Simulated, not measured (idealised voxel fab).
Name of the process module below: voxel double patterning
The figure presents cross-section cut, which has a width of 270 nm and is divided into square cells with an edge length of 5 nm.
A cross-section in this document is a grid of square cells, and it is written down as bands, the top band listed before the ones below it; a band is made up of one or more rows of cells. Quick guide to a band line: top height, bottom height (nm) up front; then every material left to right with its width in nm. Only one material and it's marked "edge to edge"? Then it fills the band edge to edge. And "blank" just means empty space. Heights are expressed relative to 0, this being the level below which the as-received wafer comprises one material exclusively. The lowest band is unbounded in the downward direction and is denoted as in "0 nm and below". Graded width ("30 to 40"): value in top row of band = first number; value in bottom row = second number; row-to-row change constant. For the purposes of this document, the phrase "identical to before" attached to a step denotes that no cell within the cross-section was modified by that step. What "Closed void listing" gives you is every empty space of 8 cells or more that is cut off from the top. Each appears as width x height at distance, with the distance taken from the left edge and width, height and distance all in nm. The remark found on a step's line after its settings is issued by the simulator itself and pertains to that step. A step's line can hold "overlay nm"; with a mask on that step, the setting says how far right of the planned place the mask lay, while a negative setting says it lay to the left.

[Process steps foreseen in the plan]
step 1: RECEIVE (material Si)
step 2: CONFORMAL_DEP (material SiO2; thk nm 10)
step 3: DIRECTIONAL_DEP (material TiN; thk nm 20)
step 4: DIRECTIONAL_DEP (material SiN; thk nm 5)
step 5: DIRECTIONAL_DEP (material aC; thk nm 10)
step 6: PATTERN (tone open; mask id FIRST; material resist; width nm 15; pitch nm 50; thk nm 30; overlay nm 0)
step 7: DIRECTIONAL_ETCH (etch materials aC; depth nm 10)
step 8: STRIP (etch materials resist)
step 9: DIRECTIONAL_ETCH (etch materials SiN; depth nm 5)
step 10: STRIP (etch materials aC)
step 11: DIRECTIONAL_DEP (material aC; thk nm 10)
step 12: PATTERN (tone open; mask id SECOND; material resist; width nm 15; pitch nm 50; thk nm 30; overlay nm -15)
step 13: DIRECTIONAL_ETCH (etch materials aC; depth nm 10)
step 14: STRIP (etch materials resist)
step 15: DIRECTIONAL_ETCH (etch materials SiN; depth nm 5)
step 16: STRIP (etch materials aC)
step 17: DIRECTIONAL_ETCH (etch materials TiN; depth nm 20)
step 18: STRIP (etch materials SiN)
Quick note for whoever runs this: the wafers start identical, but the overlay nm at step 12 isn't the same across them. The plan just shows what the first wafer had.

[As received, i.e. after step 1: cross-section through the first of several wafers]
    0 nm and below: Si edge to edge
    Closed void listing: none

[Where each wafer stands at the end of the module, a row apiece: cells of each material gained (+) or lost (-) since it was received, then closed voids]
overlay nm -15, +108 SiO2, +164 TiN, Closed void listing: none
overlay nm -10, +108 SiO2, +156 TiN, Closed void listing: none
overlay nm -5, +108 SiO2, +156 TiN, Closed void listing: none
overlay nm 0, +108 SiO2, +156 TiN, Closed void listing: none
overlay nm 5, +108 SiO2, +156 TiN, Closed void listing: none
overlay nm 10, +108 SiO2, +156 TiN, Closed void listing: none
overlay nm 15, +108 SiO2, +164 TiN, Closed void listing: none
